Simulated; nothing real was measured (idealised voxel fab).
A process module follows: voxel tone inversion.
Section shown: cut. Width: 220 nm. Cell size: 5 nm, square.
Square cells in a grid make up a cross-section in this document, and the grid is given as bands, listed from the top down, each one or more rows of cells. This entry defines a band. It first specifies the height of the band's top and the height of its bottom in nm, and then specifies the band's materials from left to right, stating each material with its width in nm. The word "full width" identifies a single material that fills the band from edge to edge, while the word "empty" identifies empty space. Heights are reckoned from 0. Under this level, the received wafer is all of one material. The bottommost band is open-ended downward, for example "z 0 and below". A width such as "30->40" changes by the same amount from each row of cells to the next, from the band's top row to its bottom row. The designation "same as before", where it is given for a processing step, indicates that no cell of the cross-section was altered in the course of that step. What "Enclosed voids" gives you is every empty space of 8 cells or more that is cut off from the top. Each appears as width x height at distance, with the distance taken from the left edge and width, height and distance all in nm. Post-settings text on a step line: simulator's own remark regarding the step. overlay nm, on a step with a mask: how far to the right of its planned place the mask lay; to the left if negative.

Process steps foreseen in the plan
1. RECEIVE (material Si)
2. CONFORMAL_DEP (material SiN; thk nm 5)
3. DIRECTIONAL_DEP (material polySi; thk nm 15)
4. PATTERN (tone cover; mask id POSTS; material resist; width nm 20; pitch nm 40; thk nm 25; overlay nm -15)
5. DIRECTIONAL_ETCH (etch materials polySi; depth nm 15)
6. STRIP (etch materials resist)
7. FILL_DEP (material lowk; thk nm 10)
8. CMP (height nm 20)
9. STRIP (etch materials polySi)
The wafers in this document start out alike and differ in the overlay nm applied at step 4; the plan shows the value used for the first wafer.

After step 1, as received: first of several wafers, cross-section
> z 0 and below = Si full width
> Enclosed voids: none

Cross-sectional representation of the first of several wafers at the end of the module, i.e. after its terminal step, step 9
> z 20 to 5 = 45 of lowk; 20 of empty; 20 of lowk; 20 of empty; 20 of lowk; 20 of empty; 75 of lowk
> z 5 to 0 = SiN full width
> z 0 and below = Si full width
> Enclosed voids: none

Cross-section, module end, final of several wafers
> z 20 to 5 = 75 of lowk; 20 of empty; 20 of lowk; 20 of empty; 20 of lowk; 20 of empty; 45 of lowk
> z 5 to 0 = SiN full width
> z 0 and below = Si full width
> Enclosed voids: none

Below: a row per wafer. Contents at end of module: for every material, cells gained since receipt (+) or lost since receipt (-); then closed voids
overlay nm -15; +44 SiN; +96 lowk; Enclosed voids: none
overlay nm -10; +44 SiN; +96 lowk; Enclosed voids: none
overlay nm -5; +44 SiN; +96 lowk; Enclosed voids: none
overlay nm 0; +44 SiN; +96 lowk; Enclosed voids: none
overlay nm 5; +44 SiN; +96 lowk; Enclosed voids: none
overlay nm 10; +44 SiN; +96 lowk; Enclosed voids: none
overlay nm 15; +44 SiN; +96 lowk; Enclosed voids: none
